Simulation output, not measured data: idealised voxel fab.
process module | voxel wiring stack
cross-section cut | 260 nm wide | cells 5 nm
A cross-section is a grid of square cells, given in bands from the top down. A band is one or more rows of cells.
Each band's line starts with the height of the band's top and of its bottom, in nm. Then come its materials from left to right, each with its width in nm. One material with "throughout" fills the band from edge to edge. "air" is empty space.
Height 0 is the level under which the wafer as received is all one material. The lowest band goes on downwards, as in "0 down".
A width such as "30 to 40" changes by the same amount from each row of cells to the next, from the band's top row to its bottom row.
"no change" after a step means that no cell of the cross-section changed.
closed voids: empty space of 8 cells or more with no open way to the top, each as width x height at its distance from the left edge, in nm
after a step's settings: what the simulator itself notes on the step
overlay nm, on a step with a mask: how far to the right of its planned place the mask lay; to the left if negative
plan
1 op RECEIVE | material Si
2 op CONFORMAL_DEP | material SiO2 | thk nm 15
3 op CONFORMAL_DEP | material SiN | thk nm 5
4 op DIRECTIONAL_DEP | material lowk | thk nm 15
5 op MASKED_ETCH | tone open | mask id METAL_1 | width nm 15 | pitch nm 50 | etch materials lowk | depth nm 15 | overlay nm 0
6 op MASKED_ETCH | tone open | mask id METAL_1 | width nm 25 | pitch nm 50 | etch materials SiN | depth nm 5 | overlay nm 0
7 op CONFORMAL_DEP | material TiN | thk nm 5
8 op FILL_DEP | material W | thk nm 10
9 op CMP | height nm 35
10 op EPI | material Ru | thk nm 5
11 op FILL_DEP | material SiCN | thk nm 5
12 op DIRECTIONAL_DEP | material lowk | thk nm 35
13 op PATTERN | tone open | mask id METAL_2_HOLES | material resist | width nm 15 | thk nm 15 | overlay nm 0
14 op DIRECTIONAL_ETCH | etch materials lowk | depth nm 35
15 op STRIP | etch materials resist
16 op DIRECTIONAL_DEP | material aC | thk nm 15
17 op PATTERN | tone open | mask id METAL_2 | material resist | width nm 25 | pitch nm 50 | thk nm 35 | overlay nm 0
18 op DIRECTIONAL_ETCH | etch materials aC | depth nm 15
19 op STRIP | etch materials resist
20 op DIRECTIONAL_ETCH | etch materials lowk | depth nm 20
21 op DIRECTIONAL_ETCH | etch materials SiCN | depth nm 5
22 op STRIP | etch materials aC
23 op CONFORMAL_DEP | material TiN | thk nm 5
24 op FILL_DEP | material Cu | thk nm 5
25 op CMP | height nm 80
26 op CONFORMAL_DEP | material SiCN | thk nm 5
varied across the wafers: width nm of step 5. The plan shows the first wafer's value. All wafers start alike
first wafer as received, after step 1
  0 down: Si throughout
  closed voids: none
first wafer at the end, after step 26
  85 to 80: SiCN throughout
  80 to 65: lowk 90 | TiN 5 | Cu 15 | TiN 5 | lowk 25 | TiN 5 | Cu 15 | TiN 5 | lowk 95
  65 to 60: lowk 90 | TiN 5 | Cu 5 | TiN 15 | lowk 25 | TiN 25 | lowk 95
  60 to 45: lowk 90 | TiN 5 | Cu 5 | TiN 5 | lowk 155
  45 to 40: SiCN 90 | TiN 15 | SiCN 155
  40 to 35: SiCN 90 | Ru 25 | SiCN 25 | Ru 25 | SiCN 95
  35 to 20: lowk 95 | TiN 5 | W 5 | TiN 5 | lowk 35 | TiN 5 | W 5 | TiN 5 | lowk 100
  20 to 15: SiN 95 | TiN 15 | SiN 35 | TiN 15 | SiN 100
  15 to 0: SiO2 throughout
  0 down: Si throughout
  closed voids: none
last wafer at the end
  85 to 80: SiCN throughout
  80 to 65: lowk 90 | TiN 5 | Cu 15 | TiN 5 | lowk 25 | TiN 5 | Cu 15 | TiN 5 | lowk 95
  65 to 60: lowk 90 | TiN 5 | Cu 5 | TiN 15 | lowk 25 | TiN 25 | lowk 95
  60 to 45: lowk 90 | TiN 5 | Cu 5 | TiN 5 | lowk 155
  45 to 40: SiCN 90 | TiN 15 | SiCN 155
  40 to 35: SiCN 80 | Ru 45 | SiCN 5 | Ru 45 | SiCN 85
  35 to 25: lowk 85 | TiN 5 | W 25 | TiN 5 | lowk 15 | TiN 5 | W 25 | TiN 5 | lowk 90
  25 to 20: lowk 85 | TiN 10 | W 15 | TiN 10 | lowk 15 | TiN 10 | W 15 | TiN 10 | lowk 90
  20 to 15: SiN 90 | TiN 25 | SiN 25 | TiN 25 | SiN 95
  15 to 0: SiO2 throughout
  0 down: Si throughout
  closed voids: none
each wafer at the end: cells of each material gained (+) or lost (-) since it was received, then its closed voids
width nm 15 | +22 Cu | +10 Ru | +143 SiCN | +46 SiN | +156 SiO2 | +48 TiN | +6 W | +453 lowk | closed voids: none
width nm 20 | +22 Cu | +12 Ru | +141 SiCN | +44 SiN | +156 SiO2 | +50 TiN | +12 W | +447 lowk | closed voids: none
width nm 25 | +22 Cu | +14 Ru | +139 SiCN | +42 SiN | +156 SiO2 | +52 TiN | +18 W | +441 lowk | closed voids: none
width nm 30 | +22 Cu | +16 Ru | +137 SiCN | +42 SiN | +156 SiO2 | +54 TiN | +22 W | +435 lowk | closed voids: none
width nm 35 | +22 Cu | +18 Ru | +135 SiCN | +42 SiN | +156 SiO2 | +56 TiN | +26 W | +429 lowk | closed voids: none
